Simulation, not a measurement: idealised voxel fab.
This is a process module. Its name is voxel wiring stack.
Section cut is 220 nm wide and gridded with 5 nm square cells.
If you're reading a cross-section in this doc, picture square cells in a grid; it comes to you as bands, top ones listed first down to the bottom, and a band can be one or more rows of cells.
This entry defines a band. It first specifies the height of the band's top and the height of its bottom in nm, and then specifies the band's materials from left to right, stating each material with its width in nm. The word "everywhere" identifies a single material that fills the band from edge to edge, while the word "empty" identifies empty space.
The reference from which all heights are counted is 0, the level beneath which the as-received wafer is entirely one material; the lowest band, having no lower bound, proceeds downward and is written after the example "z 0 and below".
Per-row width for "30->40": begins at first number (top row of band), ends at second number (bottom row), increment between rows held constant.
Given "nothing altered" for a step, no cell of the cross-section differs between before and after that step.
Reported under the label "Closed cavity list" are the empty spaces having no open way to the top and comprising 8 cells or more; the notation for each is width x height at distance, in which the distance is measured from the left edge and all three values are in nm.
Note: text after step settings on the step line = simulator remark on that step.
overlay nm: for a step with a mask, the amount by which the mask lay right of where it was planned; a negative amount means left of it.
**Planned process steps**
1 RECEIVE,material Si
2 CONFORMAL_DEP,material SiO2,thk nm 10
3 CONFORMAL_DEP,material SiN,thk nm 5
4 DIRECTIONAL_DEP,material lowk,thk nm 20
5 MASKED_ETCH,tone open,mask id METAL_1,width nm 30,pitch nm 50,etch materials lowk,depth nm 20,overlay nm 0
6 MASKED_ETCH,tone open,mask id METAL_1,width nm 30,pitch nm 50,etch materials SiN,depth nm 5,overlay nm 0
7 CONFORMAL_DEP,material TiN,thk nm 5
8 FILL_DEP,material Cu,thk nm 10
9 CMP,height nm 35
10 EPI,material Ru,thk nm 5
11 FILL_DEP,material SiCN,thk nm 5
12 DIRECTIONAL_DEP,material lowk,thk nm 20
13 MASKED_ETCH,tone open,mask id PLUG_1,width nm 15,etch materials lowk,depth nm 20,overlay nm 0
14 MASKED_ETCH,tone open,mask id PLUG_1,width nm 15,etch materials SiCN,depth nm 5,overlay nm 0
15 EPI,material Ru,thk nm 10
16 EPI,material Ru,thk nm 10
17 EPI,material Ru,thk nm 5
18 CONFORMAL_DEP,material SiN,thk nm 5
19 DIRECTIONAL_DEP,material lowk,thk nm 25
20 MASKED_ETCH,tone open,mask id METAL_2,width nm 30,pitch nm 50,etch materials lowk,depth nm 25,overlay nm 0
21 MASKED_ETCH,tone open,mask id METAL_2,width nm 30,pitch nm 50,etch materials SiN,depth nm 5,overlay nm 0
22 CONFORMAL_DEP,material TiN,thk nm 5
23 FILL_DEP,material W,thk nm 10
24 CMP,height nm 95
25 CONFORMAL_DEP,material SiCN,thk nm 5
26 DIRECTIONAL_DEP,material SiO2,thk nm 15
27 PATTERN,tone open,mask id PLUG_2,material resist,width nm 15,pitch nm 50,thk nm 20,overlay nm 0
28 DIRECTIONAL_ETCH,etch materials SiO2,depth nm 15
29 DIRECTIONAL_ETCH,etch materials SiCN,depth nm 5
30 STRIP,etch materials resist
31 EPI,material Ru,thk nm 10
32 EPI,material Ru,thk nm 10
33 CONFORMAL_DEP,material SiCN,thk nm 5
34 DIRECTIONAL_DEP,material SiO2,thk nm 15
35 MASKED_ETCH,tone open,mask id METAL_3,width nm 30,pitch nm 50,etch materials SiO2,depth nm 15,overlay nm 0
36 MASKED_ETCH,tone open,mask id METAL_3,width nm 30,pitch nm 50,etch materials SiCN,depth nm 5,overlay nm 0
37 CONFORMAL_DEP,material TiN,thk nm 5
38 FILL_DEP,material W,thk nm 5
39 CMP,height nm 135
40 EPI,material Ru,thk nm 5
41 FILL_DEP,material SiCN,thk nm 5
42 DIRECTIONAL_DEP,material SiO2,thk nm 10
43 MASKED_ETCH,tone open,mask id PLUG_3,width nm 15,pitch nm 50,etch materials SiO2,depth nm 10,overlay nm 0
44 MASKED_ETCH,tone open,mask id PLUG_3,width nm 15,pitch nm 50,etch materials SiCN,depth nm 5,overlay nm 0
45 EPI,material Ru,thk nm 10
46 EPI,material Ru,thk nm 5
47 CONFORMAL_DEP,material SiCN,thk nm 5
48 DIRECTIONAL_DEP,material lowk,thk nm 15
49 MASKED_ETCH,tone open,mask id METAL_4,width nm 30,pitch nm 50,etch materials lowk,depth nm 15,overlay nm 0
50 MASKED_ETCH,tone open,mask id METAL_4,width nm 30,pitch nm 50,etch materials SiCN,depth nm 5,overlay nm 0
51 CONFORMAL_DEP,material TiN,thk nm 5
52 FILL_DEP,material W,thk nm 10
53 CMP,height nm 175
54 CONFORMAL_DEP,material SiCN,thk nm 5
**Run as planned: first of two wafers**
**Cross-section of the wafer as it came to us, i.e., already through step 1**
	z 0 and below  Si everywhere
	Closed cavity list: none
**Step 2 complete: cross-section through the wafer**
	z 10 to 0  SiO2 everywhere
	Whatever lies below 0 is exactly as it was before.
**Step 3 complete: cross-section through the wafer**
	z 15 to 10  SiN everywhere
	Whatever lies below 10 is exactly as it was before.
**Step 4 complete: cross-section through the wafer**
	z 35 to 15  lowk everywhere
	Whatever lies below 15 is exactly as it was before.
**Step 5 complete: cross-section through the wafer**
	z 35 to 15  70 lowk; 30 empty; 20 lowk; 30 empty; 70 lowk
	Whatever lies below 15 is exactly as it was before.
**Step 6 complete: cross-section through the wafer**
	z 35 to 15  70 lowk; 30 empty; 20 lowk; 30 empty; 70 lowk
	z 15 to 10  70 SiN; 30 empty; 20 SiN; 30 empty; 70 SiN
	Whatever lies below 10 is exactly as it was before.
**Step 7 complete: cross-section through the wafer**
	z 40 to 35  75 TiN; 20 empty; 30 TiN; 20 empty; 75 TiN
	z 35 to 15  70 lowk; 5 TiN; 20 empty; 5 TiN; 20 lowk; 5 TiN; 20 empty; 5 TiN; 70 lowk
	z 15 to 10  70 SiN; 30 TiN; 20 SiN; 30 TiN; 70 SiN
	Whatever lies below 10 is exactly as it was before.
**Step 8 complete: cross-section through the wafer**
	z 50 to 40  Cu everywhere
	z 40 to 35  75 TiN; 20 Cu; 30 TiN; 20 Cu; 75 TiN
	z 35 to 15  70 lowk; 5 TiN; 20 Cu; 5 TiN; 20 lowk; 5 TiN; 20 Cu; 5 TiN; 70 lowk
	Whatever lies below 15 is exactly as it was before.
**Step 9 complete: cross-section through the wafer**
	z 35 to 15  70 lowk; 5 TiN; 20 Cu; 5 TiN; 20 lowk; 5 TiN; 20 Cu; 5 TiN; 70 lowk
	Whatever lies below 15 is exactly as it was before.
**Step 10 complete: cross-section through the wafer**
	z 40 to 35  65 empty; 40 Ru; 10 empty; 40 Ru; 65 empty
	Whatever lies below 35 is exactly as it was before.
**Step 11 complete: cross-section through the wafer**
	z 45 to 40  SiCN everywhere
	z 40 to 35  65 SiCN; 40 Ru; 10 SiCN; 40 Ru; 65 SiCN
	Whatever lies below 35 is exactly as it was before.
**Step 12 complete: cross-section through the wafer**
	z 65 to 45  lowk everywhere
	Whatever lies below 45 is exactly as it was before.
**Step 13 complete: cross-section through the wafer**
	z 65 to 45  70 lowk; 15 empty; 135 lowk
	Whatever lies below 45 is exactly as it was before.
**Step 14 complete: cross-section through the wafer**
	z 65 to 45  70 lowk; 15 empty; 135 lowk
	z 45 to 40  70 SiCN; 15 empty; 135 SiCN
	Whatever lies below 40 is exactly as it was before.
**Step 15 complete: cross-section through the wafer**
	z 65 to 50  70 lowk; 15 empty; 135 lowk
	z 50 to 45  70 lowk; 15 Ru; 135 lowk
	z 45 to 40  70 SiCN; 15 Ru; 135 SiCN
	Whatever lies below 40 is exactly as it was before.
**Step 16 complete: cross-section through the wafer**
	z 65 to 60  70 lowk; 15 empty; 135 lowk
	z 60 to 45  70 lowk; 15 Ru; 135 lowk
	Whatever lies below 45 is exactly as it was before.
**Step 17 complete: cross-section through the wafer**
	z 65 to 45  70 lowk; 15 Ru; 135 lowk
	Whatever lies below 45 is exactly as it was before.
**Step 18 complete: cross-section through the wafer**
	z 70 to 65  SiN everywhere
	Whatever lies below 65 is exactly as it was before.
**Step 19 complete: cross-section through the wafer**
	z 95 to 70  lowk everywhere
	Whatever lies below 70 is exactly as it was before.
**Step 20 complete: cross-section through the wafer**
	z 95 to 70  70 lowk; 30 empty; 20 lowk; 30 empty; 70 lowk
	Whatever lies below 70 is exactly as it was before.
**Step 21 complete: cross-section through the wafer**
	z 95 to 70  70 lowk; 30 empty; 20 lowk; 30 empty; 70 lowk
	z 70 to 65  70 SiN; 30 empty; 20 SiN; 30 empty; 70 SiN
	Whatever lies below 65 is exactly as it was before.
**Step 22 complete: cross-section through the wafer**
	z 100 to 95  75 TiN; 20 empty; 30 TiN; 20 empty; 75 TiN
	z 95 to 70  70 lowk; 5 TiN; 20 empty; 5 TiN; 20 lowk; 5 TiN; 20 empty; 5 TiN; 70 lowk
	z 70 to 65  70 SiN; 30 TiN; 20 SiN; 30 TiN; 70 SiN
	Whatever lies below 65 is exactly as it was before.
**Step 23 complete: cross-section through the wafer**
	z 110 to 100  W everywhere
	z 100 to 95  75 TiN; 20 W; 30 TiN; 20 W; 75 TiN
	z 95 to 70  70 lowk; 5 TiN; 20 W; 5 TiN; 20 lowk; 5 TiN; 20 W; 5 TiN; 70 lowk
	Whatever lies below 70 is exactly as it was before.
**Step 24 complete: cross-section through the wafer**
	z 95 to 70  70 lowk; 5 TiN; 20 W; 5 TiN; 20 lowk; 5 TiN; 20 W; 5 TiN; 70 lowk
	Whatever lies below 70 is exactly as it was before.
**Step 25 complete: cross-section through the wafer**
	z 100 to 95  SiCN everywhere
	Whatever lies below 95 is exactly as it was before.
**Step 26 complete: cross-section through the wafer**
	z 115 to 100  SiO2 everywhere
	Whatever lies below 100 is exactly as it was before.
**Step 27 complete: cross-section through the wafer**
	z 135 to 115  70 resist; 15 empty; 35 resist; 15 empty; 85 resist
	Whatever lies below 115 is exactly as it was before.
**Step 28 complete: cross-section through the wafer**
	z 135 to 115  70 resist; 15 empty; 35 resist; 15 empty; 85 resist
	z 115 to 100  70 SiO2; 15 empty; 35 SiO2; 15 empty; 85 SiO2
	Whatever lies below 100 is exactly as it was before.
**Step 29 complete: cross-section through the wafer**
	z 135 to 115  70 resist; 15 empty; 35 resist; 15 empty; 85 resist
	z 115 to 100  70 SiO2; 15 empty; 35 SiO2; 15 empty; 85 SiO2
	z 100 to 95  70 SiCN; 15 empty; 35 SiCN; 15 empty; 85 SiCN
	Whatever lies below 95 is exactly as it was before.
**Step 30 complete: cross-section through the wafer**
	z 115 to 100  70 SiO2; 15 empty; 35 SiO2; 15 empty; 85 SiO2
	Whatever lies below 100 is exactly as it was before.
**Step 31 complete: cross-section through the wafer**
	z 115 to 105  70 SiO2; 15 empty; 35 SiO2; 15 empty; 85 SiO2
	z 105 to 100  70 SiO2; 15 Ru; 35 SiO2; 15 Ru; 85 SiO2
	z 100 to 95  70 SiCN; 15 Ru; 35 SiCN; 15 Ru; 85 SiCN
	Whatever lies below 95 is exactly as it was before.
**Step 32 complete: cross-section through the wafer**
	z 115 to 100  70 SiO2; 15 Ru; 35 SiO2; 15 Ru; 85 SiO2
	Whatever lies below 100 is exactly as it was before.
**Step 33 complete: cross-section through the wafer**
	z 120 to 115  SiCN everywhere
	Whatever lies below 115 is exactly as it was before.
**Step 34 complete: cross-section through the wafer**
	z 135 to 120  SiO2 everywhere
	Whatever lies below 120 is exactly as it was before.
**Step 35 complete: cross-section through the wafer**
	z 135 to 120  70 SiO2; 30 empty; 20 SiO2; 30 empty; 70 SiO2
	Whatever lies below 120 is exactly as it was before.
**Step 36 complete: cross-section through the wafer**
	z 135 to 120  70 SiO2; 30 empty; 20 SiO2; 30 empty; 70 SiO2
	z 120 to 115  70 SiCN; 30 empty; 20 SiCN; 30 empty; 70 SiCN
	Whatever lies below 115 is exactly as it was before.
**Step 37 complete: cross-section through the wafer**
	z 140 to 135  75 TiN; 20 empty; 30 TiN; 20 empty; 75 TiN
	z 135 to 120  70 SiO2; 5 TiN; 20 empty; 5 TiN; 20 SiO2; 5 TiN; 20 empty; 5 TiN; 70 SiO2
	z 120 to 115  70 SiCN; 30 TiN; 20 SiCN; 30 TiN; 70 SiCN
	Whatever lies below 115 is exactly as it was before.
**Step 38 complete: cross-section through the wafer**
	z 145 to 140  W everywhere
	z 140 to 135  75 TiN; 20 W; 30 TiN; 20 W; 75 TiN
	z 135 to 120  70 SiO2; 5 TiN; 20 W; 5 TiN; 20 SiO2; 5 TiN; 20 W; 5 TiN; 70 SiO2
	Whatever lies below 120 is exactly as it was before.
**Step 39 complete: cross-section through the wafer**
	z 135 to 120  70 SiO2; 5 TiN; 20 W; 5 TiN; 20 SiO2; 5 TiN; 20 W; 5 TiN; 70 SiO2
	Whatever lies below 120 is exactly as it was before.
**Step 40 complete: cross-section through the wafer**
	z 140 to 135  65 empty; 40 Ru; 10 empty; 40 Ru; 65 empty
	Whatever lies below 135 is exactly as it was before.
**Step 41 complete: cross-section through the wafer**
	z 145 to 140  SiCN everywhere
	z 140 to 135  65 SiCN; 40 Ru; 10 SiCN; 40 Ru; 65 SiCN
	Whatever lies below 135 is exactly as it was before.
**Step 42 complete: cross-section through the wafer**
	z 155 to 145  SiO2 everywhere
	Whatever lies below 145 is exactly as it was before.
**Step 43 complete: cross-section through the wafer**
	z 155 to 145  70 SiO2; 15 empty; 35 SiO2; 15 empty; 85 SiO2
	Whatever lies below 145 is exactly as it was before.
**Step 44 complete: cross-section through the wafer**
	z 155 to 145  70 SiO2; 15 empty; 35 SiO2; 15 empty; 85 SiO2
	z 145 to 140  70 SiCN; 15 empty; 35 SiCN; 15 empty; 85 SiCN
	Whatever lies below 140 is exactly as it was before.
**Step 45 complete: cross-section through the wafer**
	z 155 to 150  70 SiO2; 15 empty; 35 SiO2; 15 empty; 85 SiO2
	z 150 to 145  70 SiO2; 15 Ru; 35 SiO2; 15 Ru; 85 SiO2
	z 145 to 135  70->65 SiCN; 15->40 Ru; 35->10 SiCN; 15->40 Ru; 85->65 SiCN
	Whatever lies below 135 is exactly as it was before.
**Step 46 complete: cross-section through the wafer**
	z 155 to 145  70 SiO2; 15 Ru; 35 SiO2; 15 Ru; 85 SiO2
	Whatever lies below 145 is exactly as it was before.
**Step 47 complete: cross-section through the wafer**
	z 160 to 155  SiCN everywhere
	Whatever lies below 155 is exactly as it was before.
**Step 48 complete: cross-section through the wafer**
	z 175 to 160  lowk everywhere
	Whatever lies below 160 is exactly as it was before.
**Step 49 complete: cross-section through the wafer**
	z 175 to 160  70 lowk; 30 empty; 20 lowk; 30 empty; 70 lowk
	Whatever lies below 160 is exactly as it was before.
**Step 50 complete: cross-section through the wafer**
	z 175 to 160  70 lowk; 30 empty; 20 lowk; 30 empty; 70 lowk
	z 160 to 155  70 SiCN; 30 empty; 20 SiCN; 30 empty; 70 SiCN
	Whatever lies below 155 is exactly as it was before.
**Step 51 complete: cross-section through the wafer**
	z 180 to 175  75 TiN; 20 empty; 30 TiN; 20 empty; 75 TiN
	z 175 to 160  70 lowk; 5 TiN; 20 empty; 5 TiN; 20 lowk; 5 TiN; 20 empty; 5 TiN; 70 lowk
	z 160 to 155  70 SiCN; 30 TiN; 20 SiCN; 30 TiN; 70 SiCN
	Whatever lies below 155 is exactly as it was before.
**Step 52 complete: cross-section through the wafer**
	z 190 to 180  W everywhere
	z 180 to 175  75 TiN; 20 W; 30 TiN; 20 W; 75 TiN
	z 175 to 160  70 lowk; 5 TiN; 20 W; 5 TiN; 20 lowk; 5 TiN; 20 W; 5 TiN; 70 lowk
	Whatever lies below 160 is exactly as it was before.
**Step 53 complete: cross-section through the wafer**
	z 175 to 160  70 lowk; 5 TiN; 20 W; 5 TiN; 20 lowk; 5 TiN; 20 W; 5 TiN; 70 lowk
	Whatever lies below 160 is exactly as it was before.
**Step 54 complete: cross-section through the wafer**
	z 180 to 175  SiCN everywhere
	Whatever lies below 175 is exactly as it was before.
**Second wafer: same start and same plan as the first, one execution error; identical to the first through step 11**
**Cross-section, second wafer, at the end time the plan gives for step 12**
	z 85 to 45  lowk everywhere
	Whatever lies below 45 is exactly as it was before.
**Cross-section, second wafer, at the end time the plan gives for step 13**
	z 85 to 65  70 lowk; 15 empty; 135 lowk
	Whatever lies below 65 is exactly as it was before.
Cross-section, second wafer, at the end time the plan gives for step 14: nothing altered
Cross-section, second wafer, at the end time the plan gives for step 15: nothing altered
Cross-section, second wafer, at the end time the plan gives for step 16: nothing altered
Cross-section, second wafer, at the end time the plan gives for step 17: nothing altered
**Cross-section, second wafer, at the end time the plan gives for step 18**
	z 90 to 85  75 SiN; 5 empty; 140 SiN
	z 85 to 70  70 lowk; 5 SiN; 5 empty; 5 SiN; 135 lowk
	z 70 to 65  70 lowk; 15 SiN; 135 lowk
	Whatever lies below 65 is exactly as it was before.
**Cross-section, second wafer, at the end time the plan gives for step 19**
	z 115 to 95  75 lowk; 5 empty; 140 lowk
	z 95 to 90  lowk everywhere
	z 90 to 85  75 SiN; 5 lowk; 140 SiN
	z 85 to 70  70 lowk; 5 SiN; 5 lowk; 5 SiN; 135 lowk
	Whatever lies below 70 is exactly as it was before.
**Cross-section, second wafer, at the end time the plan gives for step 20**
	z 115 to 90  70 lowk; 30 empty; 20 lowk; 30 empty; 70 lowk
	z 90 to 85  75 SiN; 5 empty; 140 SiN
	z 85 to 70  70 lowk; 5 SiN; 5 empty; 5 SiN; 135 lowk
	Whatever lies below 70 is exactly as it was before.
**Cross-section, second wafer, at the end time the plan gives for step 21**
	z 115 to 90  70 lowk; 30 empty; 20 lowk; 30 empty; 70 lowk
	z 90 to 85  70 SiN; 30 empty; 20 SiN; 30 empty; 70 SiN
	z 85 to 65  70 lowk; 5 SiN; 5 empty; 5 SiN; 135 lowk
	Whatever lies below 65 is exactly as it was before.
**Cross-section, second wafer, at the end time the plan gives for step 22**
	z 120 to 115  75 TiN; 20 empty; 30 TiN; 20 empty; 75 TiN
	z 115 to 90  70 lowk; 5 TiN; 20 empty; 5 TiN; 20 lowk; 5 TiN; 20 empty; 5 TiN; 70 lowk
	z 90 to 85  70 SiN; 30 TiN; 20 SiN; 30 TiN; 70 SiN
	z 85 to 65  70 lowk; 5 SiN; 5 TiN; 5 SiN; 135 lowk
	Whatever lies below 65 is exactly as it was before.
**Cross-section, second wafer, at the end time the plan gives for step 23**
	z 130 to 120  W everywhere
	z 120 to 115  75 TiN; 20 W; 30 TiN; 20 W; 75 TiN
	z 115 to 90  70 lowk; 5 TiN; 20 W; 5 TiN; 20 lowk; 5 TiN; 20 W; 5 TiN; 70 lowk
	Whatever lies below 90 is exactly as it was before.
**Cross-section, second wafer, at the end time the plan gives for step 24**
	z 95 to 90  70 lowk; 5 TiN; 20 W; 5 TiN; 20 lowk; 5 TiN; 20 W; 5 TiN; 70 lowk
	Whatever lies below 90 is exactly as it was before.
**Cross-section, second wafer, at the end time the plan gives for step 25**
	z 100 to 95  SiCN everywhere
	Whatever lies below 95 is exactly as it was before.
**Cross-section, second wafer, at the end time the plan gives for step 26**
	z 115 to 100  SiO2 everywhere
	Whatever lies below 100 is exactly as it was before.
**Cross-section, second wafer, at the end time the plan gives for step 27**
	z 135 to 115  70 resist; 15 empty; 35 resist; 15 empty; 85 resist
	Whatever lies below 115 is exactly as it was before.
**Cross-section, second wafer, at the end time the plan gives for step 28**
	z 135 to 115  70 resist; 15 empty; 35 resist; 15 empty; 85 resist
	z 115 to 100  70 SiO2; 15 empty; 35 SiO2; 15 empty; 85 SiO2
	Whatever lies below 100 is exactly as it was before.
**Cross-section, second wafer, at the end time the plan gives for step 29**
	z 135 to 115  70 resist; 15 empty; 35 resist; 15 empty; 85 resist
	z 115 to 100  70 SiO2; 15 empty; 35 SiO2; 15 empty; 85 SiO2
	z 100 to 95  70 SiCN; 15 empty; 35 SiCN; 15 empty; 85 SiCN
	Whatever lies below 95 is exactly as it was before.
**Cross-section, second wafer, at the end time the plan gives for step 30**
	z 115 to 100  70 SiO2; 15 empty; 35 SiO2; 15 empty; 85 SiO2
	Whatever lies below 100 is exactly as it was before.
**Cross-section, second wafer, at the end time the plan gives for step 31**
	z 115 to 105  70 SiO2; 15 empty; 35 SiO2; 15 empty; 85 SiO2
	z 105 to 100  70 SiO2; 15 Ru; 35 SiO2; 15 Ru; 85 SiO2
	z 100 to 95  70 SiCN; 15 Ru; 35 SiCN; 15 Ru; 85 SiCN
	Whatever lies below 95 is exactly as it was before.
**Cross-section, second wafer, at the end time the plan gives for step 32**
	z 115 to 100  70 SiO2; 15 Ru; 35 SiO2; 15 Ru; 85 SiO2
	Whatever lies below 100 is exactly as it was before.
**Cross-section, second wafer, at the end time the plan gives for step 33**
	z 120 to 115  SiCN everywhere
	Whatever lies below 115 is exactly as it was before.
**Cross-section, second wafer, at the end time the plan gives for step 34**
	z 135 to 120  SiO2 everywhere
	Whatever lies below 120 is exactly as it was before.
**Cross-section, second wafer, at the end time the plan gives for step 35**
	z 135 to 120  70 SiO2; 30 empty; 20 SiO2; 30 empty; 70 SiO2
	Whatever lies below 120 is exactly as it was before.
**Cross-section, second wafer, at the end time the plan gives for step 36**
	z 135 to 120  70 SiO2; 30 empty; 20 SiO2; 30 empty; 70 SiO2
	z 120 to 115  70 SiCN; 30 empty; 20 SiCN; 30 empty; 70 SiCN
	Whatever lies below 115 is exactly as it was before.
**Cross-section, second wafer, at the end time the plan gives for step 37**
	z 140 to 135  75 TiN; 20 empty; 30 TiN; 20 empty; 75 TiN
	z 135 to 120  70 SiO2; 5 TiN; 20 empty; 5 TiN; 20 SiO2; 5 TiN; 20 empty; 5 TiN; 70 SiO2
	z 120 to 115  70 SiCN; 30 TiN; 20 SiCN; 30 TiN; 70 SiCN
	Whatever lies below 115 is exactly as it was before.
**Cross-section, second wafer, at the end time the plan gives for step 38**
	z 145 to 140  W everywhere
	z 140 to 135  75 TiN; 20 W; 30 TiN; 20 W; 75 TiN
	z 135 to 120  70 SiO2; 5 TiN; 20 W; 5 TiN; 20 SiO2; 5 TiN; 20 W; 5 TiN; 70 SiO2
	Whatever lies below 120 is exactly as it was before.
**Cross-section, second wafer, at the end time the plan gives for step 39**
	z 135 to 120  70 SiO2; 5 TiN; 20 W; 5 TiN; 20 SiO2; 5 TiN; 20 W; 5 TiN; 70 SiO2
	Whatever lies below 120 is exactly as it was before.
**Cross-section, second wafer, at the end time the plan gives for step 40**
	z 140 to 135  65 empty; 40 Ru; 10 empty; 40 Ru; 65 empty
	Whatever lies below 135 is exactly as it was before.
**Cross-section, second wafer, at the end time the plan gives for step 41**
	z 145 to 140  SiCN everywhere
	z 140 to 135  65 SiCN; 40 Ru; 10 SiCN; 40 Ru; 65 SiCN
	Whatever lies below 135 is exactly as it was before.
**Cross-section, second wafer, at the end time the plan gives for step 42**
	z 155 to 145  SiO2 everywhere
	Whatever lies below 145 is exactly as it was before.
**Cross-section, second wafer, at the end time the plan gives for step 43**
	z 155 to 145  70 SiO2; 15 empty; 35 SiO2; 15 empty; 85 SiO2
	Whatever lies below 145 is exactly as it was before.
**Cross-section, second wafer, at the end time the plan gives for step 44**
	z 155 to 145  70 SiO2; 15 empty; 35 SiO2; 15 empty; 85 SiO2
	z 145 to 140  70 SiCN; 15 empty; 35 SiCN; 15 empty; 85 SiCN
	Whatever lies below 140 is exactly as it was before.
**Cross-section, second wafer, at the end time the plan gives for step 45**
	z 155 to 150  70 SiO2; 15 empty; 35 SiO2; 15 empty; 85 SiO2
	z 150 to 145  70 SiO2; 15 Ru; 35 SiO2; 15 Ru; 85 SiO2
	z 145 to 135  70->65 SiCN; 15->40 Ru; 35->10 SiCN; 15->40 Ru; 85->65 SiCN
	Whatever lies below 135 is exactly as it was before.
**Cross-section, second wafer, at the end time the plan gives for step 46**
	z 155 to 145  70 SiO2; 15 Ru; 35 SiO2; 15 Ru; 85 SiO2
	Whatever lies below 145 is exactly as it was before.
**Cross-section, second wafer, at the end time the plan gives for step 47**
	z 160 to 155  SiCN everywhere
	Whatever lies below 155 is exactly as it was before.
**Cross-section, second wafer, at the end time the plan gives for step 48**
	z 175 to 160  lowk everywhere
	Whatever lies below 160 is exactly as it was before.
**Cross-section, second wafer, at the end time the plan gives for step 49**
	z 175 to 160  70 lowk; 30 empty; 20 lowk; 30 empty; 70 lowk
	Whatever lies below 160 is exactly as it was before.
**Cross-section, second wafer, at the end time the plan gives for step 50**
	z 175 to 160  70 lowk; 30 empty; 20 lowk; 30 empty; 70 lowk
	z 160 to 155  70 SiCN; 30 empty; 20 SiCN; 30 empty; 70 SiCN
	Whatever lies below 155 is exactly as it was before.
**Cross-section, second wafer, at the end time the plan gives for step 51**
	z 180 to 175  75 TiN; 20 empty; 30 TiN; 20 empty; 75 TiN
	z 175 to 160  70 lowk; 5 TiN; 20 empty; 5 TiN; 20 lowk; 5 TiN; 20 empty; 5 TiN; 70 lowk
	z 160 to 155  70 SiCN; 30 TiN; 20 SiCN; 30 TiN; 70 SiCN
	Whatever lies below 155 is exactly as it was before.
**Cross-section, second wafer, at the end time the plan gives for step 52**
	z 190 to 180  W everywhere
	z 180 to 175  75 TiN; 20 W; 30 TiN; 20 W; 75 TiN
	z 175 to 160  70 lowk; 5 TiN; 20 W; 5 TiN; 20 lowk; 5 TiN; 20 W; 5 TiN; 70 lowk
	Whatever lies below 160 is exactly as it was before.
**Cross-section, second wafer, at the end time the plan gives for step 53**
	z 175 to 160  70 lowk; 5 TiN; 20 W; 5 TiN; 20 lowk; 5 TiN; 20 W; 5 TiN; 70 lowk
	Whatever lies below 160 is exactly as it was before.
**Cross-section, second wafer, at the end time the plan gives for step 54**
	z 180 to 175  SiCN everywhere
	Whatever lies below 175 is exactly as it was before.
The plan and the run diverged here: plan step 12 ran twice
Final cells, second wafer relative to first, materials higher or lower: 15 fewer of Ru; 3 more of SiCN; 8 more of SiN; 12 fewer of TiN; 32 fewer of W; 48 more of lowk
